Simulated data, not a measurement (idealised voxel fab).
The process module presented herein is designated voxel transistor to metal.
Section shown: cut. Width: 170 nm. Cell size: 5 nm, square.
Think of the cross-section as a grid of square cells. We describe it in bands, top to bottom, and each band covers one or more rows of those cells.
Top, bottom (nm), then materials left to right with widths (nm); lone material tagged "all across" fills the whole band edge to edge; "blank" = empty space.
Convention: height 0 is the level below which the wafer, as received, is all one material. The lowest band does not terminate at the bottom but continues downward, represented as "z 0 and below".
Note: "30 to 40" means the width goes from the first number (top row of the band) to the second number (bottom row) in equal steps per row of cells.
It should be understood that the words "changes: none", when stated for a given step, signify that the cross-section underwent no change in any of its cells during that step.
"Sealed void list" contains a list of empty spaces, each no smaller than 8 cells and without an open way to the top, written in the form width x height at distance with the distance from the left edge and all three in nm.
Heads up: the bit after the settings on a step's line is the simulator's remark on that step.
When a step includes a mask, the "overlay nm" setting on its line states how far to the right of its planned place that mask lay, and negative values state how far to the left.

Process steps (planned):
- 1: RECEIVE,material Si
- 2: OXIDIZE,depth nm 5
- 3: CONFORMAL_DEP,material SiN,thk nm 15
- 4: PATTERN,tone cover,mask id ACTIVE,material resist,width nm 100,thk nm 15,overlay nm 0
- 5: DIRECTIONAL_ETCH,etch materials SiN,depth nm 15
- 6: DIRECTIONAL_ETCH,etch materials SiO2,depth nm 5
- 7: DIRECTIONAL_ETCH,etch materials Si,depth nm 25
- 8: STRIP,etch materials resist
- 9: OXIDIZE,depth nm 5
- 10: FILL_DEP,material SiO2,thk nm 5
- 11: CMP,height nm 15
- 12: SELECTIVE_ETCH,etch materials SiO2,depth nm 5
- 13: STRIP,etch materials SiN
- 14: SELECTIVE_ETCH,etch materials SiO2,depth nm 5
- 15: OXIDIZE,depth nm 5
- 16: DIRECTIONAL_DEP,material polySi,thk nm 30
- 17: DIRECTIONAL_DEP,material SiCN,thk nm 10
- 18: PATTERN,tone cover,mask id GATE,material resist,width nm 20,thk nm 15,overlay nm 0
- 19: DIRECTIONAL_ETCH,etch materials SiCN,depth nm 20
- 20: DIRECTIONAL_ETCH,etch materials polySi,depth nm 40
- 21: STRIP,etch materials resist
- 22: CONFORMAL_DEP,material SiO2,thk nm 5
- 23: DIRECTIONAL_ETCH,etch materials SiO2,depth nm 5
- 24: CONFORMAL_DEP,material SiN,thk nm 5
- 25: DIRECTIONAL_ETCH,etch materials SiN,depth nm 5
- 26: DIRECTIONAL_ETCH,etch materials SiO2,depth nm 5
- 27: DIRECTIONAL_ETCH,etch materials Si,depth nm 5
- 28: EPI,material pSi,thk nm 5
- 29: FILL_DEP,material SiO2,thk nm 10
- 30: CMP,height nm 35
- 31: DIRECTIONAL_DEP,material SiO2,thk nm 15
- 32: MASKED_ETCH,tone open,mask id CONTACT,width nm 30,pitch nm 60,etch materials SiO2,depth nm 60,overlay nm 0
- 33: CONFORMAL_DEP,material TiN,thk nm 5
- 34: FILL_DEP,material W,thk nm 5
- 35: CMP,height nm 50
- 36: CONFORMAL_DEP,material SiN,thk nm 5
- 37: DIRECTIONAL_DEP,material SiO2,thk nm 15
- 38: DIRECTIONAL_DEP,material aC,thk nm 15
- 39: PATTERN,tone open,mask id METAL_1,material resist,width nm 20,pitch nm 70,thk nm 30,overlay nm 0
- 40: DIRECTIONAL_ETCH,etch materials aC,depth nm 15
- 41: STRIP,etch materials resist
- 42: DIRECTIONAL_ETCH,etch materials SiO2,depth nm 15
- 43: DIRECTIONAL_ETCH,etch materials SiN,depth nm 5
- 44: STRIP,etch materials aC
- 45: CONFORMAL_DEP,material TiN,thk nm 5
- 46: FILL_DEP,material Cu,thk nm 5
- 47: CMP,height nm 70
- 48: CONFORMAL_DEP,material SiN,thk nm 5

Received-state cross-section, reflecting completion of step 1:
z 0 and below | Si all across
Sealed void list: none

First wafer at the end, as planned:
z 75 to 70 | SiN all across
z 70 to 55 | SiO2: 40, then TiN: 5, then Cu: 10, then TiN: 5, then SiO2: 50, then TiN: 5, then Cu: 10, then TiN: 5, then SiO2: 40
z 55 to 50 | SiN: 40, then TiN: 20, then SiN: 50, then TiN: 20, then SiN: 40
z 50 to 40 | SiO2: 40, then TiN: 5, then W: 20, then TiN: 5, then SiO2: 30, then TiN: 5, then W: 20, then TiN: 5, then SiO2: 40
z 40 to 35 | SiO2: 40, then TiN: 5, then W: 15, then TiN: 10, then SiO2: 30, then TiN: 10, then W: 15, then TiN: 5, then SiO2: 40
z 35 to 25 | SiO2: 40, then TiN: 5, then W: 15, then TiN: 5, then SiN: 5, then SiO2: 5, then SiCN: 20, then SiO2: 5, then SiN: 5, then TiN: 5, then W: 15, then TiN: 5, then SiO2: 40
z 25 to 5 | SiO2: 40, then TiN: 5, then W: 15, then TiN: 5, then SiN: 5, then SiO2: 5, then polySi: 20, then SiO2: 5, then SiN: 5, then TiN: 5, then W: 15, then TiN: 5, then SiO2: 40
z 5 to -5 | SiO2: 35, then SiN: 5, then TiN: 5, then W: 15 to 10, then TiN: 5 to 10, then SiN: 5, then SiO2: 5, then polySi: 20, then SiO2: 5, then SiN: 5, then TiN: 5 to 10, then W: 15 to 10, then TiN: 5, then SiN: 5, then SiO2: 35
z -5 to -10 | SiO2: 40, then TiN: 20, then pSi: 5, then SiO2: 40, then pSi: 5, then TiN: 20, then SiO2: 40
z -10 to -15 | SiO2: 40, then pSi: 25, then Si: 40, then pSi: 25, then SiO2: 40
z -15 to -35 | SiO2: 40, then Si: 90, then SiO2: 40
z -35 and below | Si all across
Sealed void list: none

Here is the second of the two wafers cut open at the end of the module - same start, same plan as the first one, but we made one mistake running it:
z 75 to 70 | SiN all across
z 70 to 55 | SiO2: 40, then TiN: 5, then Cu: 10, then TiN: 5, then SiO2: 50, then TiN: 5, then Cu: 10, then TiN: 5, then SiO2: 40
z 55 to 50 | SiN: 40, then TiN: 20, then SiN: 50, then TiN: 20, then SiN: 40
z 50 to 35 | SiO2: 40, then TiN: 5, then W: 20, then TiN: 5, then SiO2: 30, then TiN: 5, then W: 20, then TiN: 5, then SiO2: 40
z 35 to 25 | SiO2: 40, then TiN: 5, then W: 20, then TiN: 5, then SiO2: 5, then SiCN: 20, then SiO2: 5, then TiN: 5, then W: 20, then TiN: 5, then SiO2: 40
z 25 to 0 | SiO2: 40, then TiN: 5, then W: 20, then TiN: 5, then SiO2: 5, then polySi: 20, then SiO2: 5, then TiN: 5, then W: 20, then TiN: 5, then SiO2: 40
z 0 to -5 | SiO2: 40, then TiN: 5, then W: 15, then TiN: 10, then SiO2: 5, then polySi: 20, then SiO2: 5, then TiN: 10, then W: 15, then TiN: 5, then SiO2: 40
z -5 to -10 | SiO2: 40, then TiN: 25, then pSi: 5, then SiO2: 30, then pSi: 5, then TiN: 25, then SiO2: 40
z -10 to -15 | SiO2: 40, then pSi: 30, then Si: 30, then pSi: 30, then SiO2: 40
z -15 to -35 | SiO2: 40, then Si: 90, then SiO2: 40
z -35 and below | Si all across
Sealed void list: none
Error vs. plan: plan step 24 was not performed, having been skipped
At the finish, the second wafer shows more or fewer cells for some materials than the first does: Si -2; SiN -20; SiO2 +2; W +18; pSi +2
